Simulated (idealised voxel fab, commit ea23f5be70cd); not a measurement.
This section sets out a process module, namely voxel self aligned vias.
The cross-section on display is named cut; it measures 140 nm wide, and its cells are 5 nm squares.
Think of the cross-section as a grid of square cells. We describe it in bands, top to bottom, and each band covers one or more rows of those cells. The entry gives the band's vertical extent as a top height and a bottom height in nm, then its horizontal make-up as materials from left to right, each with a width in nm. "blank" stands for empty space; a single material marked "all across" fills the band edge to edge. Heights are expressed relative to 0, this being the level below which the as-received wafer comprises one material exclusively. The lowest band is unbounded in the downward direction and is denoted as in "z 0 and below". When a width is written as two numbers, as in "30 to 40", the first number is the width in the top row of cells of the band and the second is the width in its bottom row, and the width changes by the same amount from each row to the next. Take "nothing got changed" at face value: in the step it is given for, the cross-section changed in none of its cells. Closed empty spaces (no open way to the top) of 8 cells or more are what "Encapsulated voids" lists, each as width x height at distance from the left edge, nm for all three. Step line, after settings: the simulator's comment on this step. What "overlay nm" on a step's line means: if the step has a mask, that mask lay this far to the right of its planned place, or, when the value is negative, to the left.

The following list gives the planned process steps:
1: RECEIVE with material Si
2: CONFORMAL_DEP with material SiO2, thk nm 15
3: CONFORMAL_DEP with material SiCN, thk nm 5
4: DIRECTIONAL_DEP with material SiO2, thk nm 20
5: MASKED_ETCH with tone open, mask id LINES, width nm 25, pitch nm 50, etch materials SiO2, depth nm 20, overlay nm 0
6: CONFORMAL_DEP with material TiN, thk nm 5
7: FILL_DEP with material W, thk nm 10
8: CMP with height nm 40
9: SELECTIVE_ETCH with etch materials W Ru TiN, depth nm 10
10: FILL_DEP with material SiN, thk nm 5
11: CMP with height nm 40
12: DIRECTIONAL_DEP with material SiO2, thk nm 15
13: PATTERN with tone open, mask id VIAS, material resist, width nm 35, thk nm 20, overlay nm 0
14: DIRECTIONAL_ETCH with etch materials SiO2, depth nm 15
15: DIRECTIONAL_ETCH with etch materials SiN, depth nm 10
16: STRIP with etch materials resist
17: CONFORMAL_DEP with material TiN, thk nm 5
18: FILL_DEP with material Cu, thk nm 10
19: CMP with height nm 55
20: CONFORMAL_DEP with material SiN, thk nm 5

First of the two wafers, run per plan:

Wafer as received: cross-section following step 1:
- z 0 and below = Si all across
- Encapsulated voids: none

How the wafer stands in section after step 2:
- z 15 to 0 = SiO2 all across
- Below 0, no change.

How the wafer stands in section after step 3:
- z 20 to 15 = SiCN all across
- Below 15, no change.

How the wafer stands in section after step 4:
- z 40 to 20 = SiO2 all across
- Below 20, no change.

How the wafer stands in section after step 5:
- z 40 to 20 = SiO2=30, blank=25, SiO2=25, blank=25, SiO2=35
- Below 20, no change.

How the wafer stands in section after step 6:
- z 45 to 40 = TiN=35, blank=15, TiN=35, blank=15, TiN=40
- z 40 to 25 = SiO2=30, TiN=5, blank=15, TiN=5, SiO2=25, TiN=5, blank=15, TiN=5, SiO2=35
- z 25 to 20 = SiO2=30, TiN=25, SiO2=25, TiN=25, SiO2=35
- Below 20, no change.

How the wafer stands in section after step 7:
- z 55 to 45 = W all across
- z 45 to 40 = TiN=35, W=15, TiN=35, W=15, TiN=40
- z 40 to 25 = SiO2=30, TiN=5, W=15, TiN=5, SiO2=25, TiN=5, W=15, TiN=5, SiO2=35
- Below 25, no change.

How the wafer stands in section after step 8:
- z 40 to 25 = SiO2=30, TiN=5, W=15, TiN=5, SiO2=25, TiN=5, W=15, TiN=5, SiO2=35
- Below 25, no change.

How the wafer stands in section after step 9:
- z 40 to 30 = SiO2=30, blank=25, SiO2=25, blank=25, SiO2=35
- Below 30, no change.

How the wafer stands in section after step 10:
- z 45 to 40 = SiN all across
- z 40 to 30 = SiO2=30, SiN=25, SiO2=25, SiN=25, SiO2=35
- Below 30, no change.

How the wafer stands in section after step 11:
- z 40 to 30 = SiO2=30, SiN=25, SiO2=25, SiN=25, SiO2=35
- Below 30, no change.

How the wafer stands in section after step 12:
- z 55 to 40 = SiO2 all across
- Below 40, no change.

How the wafer stands in section after step 13:
- z 75 to 55 = resist=25, blank=35, resist=80
- Below 55, no change.

How the wafer stands in section after step 14:
- z 75 to 55 = resist=25, blank=35, resist=80
- z 55 to 40 = SiO2=25, blank=35, SiO2=80
- Below 40, no change.

How the wafer stands in section after step 15:
- z 75 to 55 = resist=25, blank=35, resist=80
- z 55 to 40 = SiO2=25, blank=35, SiO2=80
- z 40 to 30 = SiO2=30, blank=25, SiO2=25, SiN=25, SiO2=35
- Below 30, no change.

How the wafer stands in section after step 16:
- z 55 to 40 = SiO2=25, blank=35, SiO2=80
- Below 40, no change.

How the wafer stands in section after step 17:
- z 60 to 55 = TiN=30, blank=25, TiN=85
- z 55 to 45 = SiO2=25, TiN=5, blank=25, TiN=5, SiO2=80
- z 45 to 40 = SiO2=25, TiN=10, blank=15, TiN=10, SiO2=80
- z 40 to 35 = SiO2=30, TiN=5, blank=15, TiN=5, SiO2=25, SiN=25, SiO2=35
- z 35 to 30 = SiO2=30, TiN=25, SiO2=25, SiN=25, SiO2=35
- Below 30, no change.

How the wafer stands in section after step 18:
- z 70 to 60 = Cu all across
- z 60 to 55 = TiN=30, Cu=25, TiN=85
- z 55 to 45 = SiO2=25, TiN=5, Cu=25, TiN=5, SiO2=80
- z 45 to 40 = SiO2=25, TiN=10, Cu=15, TiN=10, SiO2=80
- z 40 to 35 = SiO2=30, TiN=5, Cu=15, TiN=5, SiO2=25, SiN=25, SiO2=35
- Below 35, no change.

How the wafer stands in section after step 19:
- z 55 to 45 = SiO2=25, TiN=5, Cu=25, TiN=5, SiO2=80
- Below 45, no change.

How the wafer stands in section after step 20:
- z 60 to 55 = SiN all across
- Below 55, no change.

Second wafer, same starting conditions and recipe as the first, one mistake in executing it, nothing differs from the first up to and including step 4:

What the second wafer looks like in cross-section when step 5 should have wrapped up:
- z 40 to 20 = blank=30, SiO2=25, blank=25, SiO2=25, blank=35
- Below 20, no change.

What the second wafer looks like in cross-section when step 6 should have wrapped up:
- z 45 to 40 = blank=25, TiN=35, blank=15, TiN=35, blank=30
- z 40 to 25 = blank=25, TiN=5, SiO2=25, TiN=5, blank=15, TiN=5, SiO2=25, TiN=5, blank=30
- z 25 to 20 = TiN=30, SiO2=25, TiN=25, SiO2=25, TiN=35
- Below 20, no change.

What the second wafer looks like in cross-section when step 7 should have wrapped up:
- z 55 to 45 = W all across
- z 45 to 40 = W=25, TiN=35, W=15, TiN=35, W=30
- z 40 to 25 = W=25, TiN=5, SiO2=25, TiN=5, W=15, TiN=5, SiO2=25, TiN=5, W=30
- Below 25, no change.

What the second wafer looks like in cross-section when step 8 should have wrapped up:
- z 40 to 25 = W=25, TiN=5, SiO2=25, TiN=5, W=15, TiN=5, SiO2=25, TiN=5, W=30
- Below 25, no change.

What the second wafer looks like in cross-section when step 9 should have wrapped up:
- z 40 to 30 = blank=30, SiO2=25, blank=25, SiO2=25, blank=35
- Below 30, no change.

What the second wafer looks like in cross-section when step 10 should have wrapped up:
- z 45 to 40 = SiN all across
- z 40 to 30 = SiN=30, SiO2=25, SiN=25, SiO2=25, SiN=35
- Below 30, no change.

What the second wafer looks like in cross-section when step 11 should have wrapped up:
- z 40 to 30 = SiN=30, SiO2=25, SiN=25, SiO2=25, SiN=35
- Below 30, no change.

What the second wafer looks like in cross-section when step 12 should have wrapped up:
- z 55 to 40 = SiO2 all across
- Below 40, no change.

What the second wafer looks like in cross-section when step 13 should have wrapped up:
- z 75 to 55 = resist=25, blank=35, resist=80
- Below 55, no change.

What the second wafer looks like in cross-section when step 14 should have wrapped up:
- z 75 to 55 = resist=25, blank=35, resist=80
- z 55 to 40 = SiO2=25, blank=35, SiO2=80
- Below 40, no change.

What the second wafer looks like in cross-section when step 15 should have wrapped up:
- z 75 to 55 = resist=25, blank=35, resist=80
- z 55 to 40 = SiO2=25, blank=35, SiO2=80
- z 40 to 30 = SiN=25, blank=5, SiO2=25, blank=5, SiN=20, SiO2=25, SiN=35
- Below 30, no change.

What the second wafer looks like in cross-section when step 16 should have wrapped up:
- z 55 to 40 = SiO2=25, blank=35, SiO2=80
- Below 40, no change.

What the second wafer looks like in cross-section when step 17 should have wrapped up:
- z 60 to 55 = TiN=30, blank=25, TiN=85
- z 55 to 45 = SiO2=25, TiN=5, blank=25, TiN=5, SiO2=80
- z 45 to 40 = SiO2=25, TiN=35, SiO2=80
- z 40 to 30 = SiN=25, TiN=5, SiO2=25, TiN=5, SiN=20, SiO2=25, SiN=35
- Below 30, no change.

What the second wafer looks like in cross-section when step 18 should have wrapped up:
- z 70 to 60 = Cu all across
- z 60 to 55 = TiN=30, Cu=25, TiN=85
- z 55 to 45 = SiO2=25, TiN=5, Cu=25, TiN=5, SiO2=80
- Below 45, no change.

What the second wafer looks like in cross-section when step 19 should have wrapped up:
- z 55 to 45 = SiO2=25, TiN=5, Cu=25, TiN=5, SiO2=80
- Below 45, no change.

What the second wafer looks like in cross-section when step 20 should have wrapped up:
- z 60 to 55 = SiN all across
- Below 55, no change.
Want to know what went wrong? it should be noted that step 5 was executed with settings other than those planned, the operation and settings actually applied being MASKED_ETCH with tone cover, mask id LINES, width nm 25, pitch nm 50, etch materials SiO2, depth nm 20, overlay nm 0
Upon completion, the second wafer contains, in terms of cells, a greater or smaller amount of certain materials than the first wafer: Cu -6, SiN +22, SiO2 -32, TiN +8, W +8
